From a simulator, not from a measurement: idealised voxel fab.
Process module heading - voxel ribs on slabs
It is cross-section cut that appears here, measuring 150 nm in width, its square cells being 5 nm in size.
Heads up, the way a cross-section reads in here is a grid of square cells, handed over as bands from the top down, with every band being one or more rows of cells. Band entry format. Leading values: height of top, height of bottom, nm. Remainder: materials in left-to-right order, each with its width in nm. Special words: "all across" on a single material, which then fills the band edge to edge; "empty", empty space. Where do heights start? At 0: under that level the wafer as delivered is made of one material only. And the lowest band has no floor; it just carries on downward, as in "from 0 down". It should be noted that a width expressed as "30..40" varies in equal increments from row to row of cells within the band, taking the value of the first number at the top row and that of the second number at the bottom row. When a step is marked "nothing was modified", none of the cells in the cross-section changed during that step. Empty spaces without an open route to the top, at least 8 cells in extent, make up the entry "Closed cavity list"; each is given as width x height at distance, where the distance is measured from the left edge, and all are in nm. Formally, on a step line, whatever follows the settings is a remark that the simulator itself makes on the step. "overlay nm" answers the question of how far to the right of plan the mask lay on a step that has a mask, and when it is negative the answer is to the left.
So here's the lineup of process steps we planned
1 RECEIVE with material Si
2 DIRECTIONAL_DEP with material SiO2, thk nm 20
3 DIRECTIONAL_DEP with material polySi, thk nm 20
4 MASKED_ETCH with tone cover, mask id RIB, width nm 15, etch materials polySi, depth nm 5, overlay nm 0
5 DIRECTIONAL_DEP with material aC, thk nm 15
6 PATTERN with tone cover, mask id SLAB, material resist, width nm 45, thk nm 30, overlay nm 0
7 DIRECTIONAL_ETCH with etch materials aC, depth nm 15
8 STRIP with etch materials resist
9 DIRECTIONAL_ETCH with etch materials polySi, depth nm 15
10 STRIP with etch materials aC
11 FILL_DEP with material SiO2, thk nm 20
12 CMP with height nm 50
13 DIRECTIONAL_DEP with material TiN, thk nm 10
14 PATTERN with tone cover, mask id HEATER, material resist, width nm 25, thk nm 15, overlay nm 0
15 DIRECTIONAL_ETCH with etch materials TiN, depth nm 10
16 STRIP with etch materials resist
17 CONFORMAL_DEP with material SiN, thk nm 10
This is the cross-section of the wafer as we received it, i.e. after step 1
* from 0 down = Si all across
* Closed cavity list: none
Cross-sectional image of the first of two wafers at the end of the module, the run having proceeded as planned
* from 70 to 60 = empty=50; SiN=45; empty=55
* from 60 to 50 = SiN=60; TiN=25; SiN=65
* from 50 to 40 = SiO2 all across
* from 40 to 35 = SiO2=65; polySi=15; SiO2=70
* from 35 to 20 = SiO2=50; polySi=45; SiO2=55
* from 20 to 0 = SiO2 all across
* from 0 down = Si all across
* Closed cavity list: none
Module end: cross-section of wafer two of two. Same start and process plan as the first wafer. One mistake during execution
* from 70 to 60 = empty=50; SiN=45; empty=55
* from 60 to 50 = SiN=60; TiN=25; SiN=65
* from 50 to 40 = SiO2=50; polySi=45; SiO2=55
* from 40 to 0 = SiO2 all across
* from 0 down = Si all across
* Closed cavity list: none
Error vs. plan: twice over, step 2 of the plan was run
Materials where the second wafer ends with more or fewer cells than the first: SiO2 +12; polySi -12
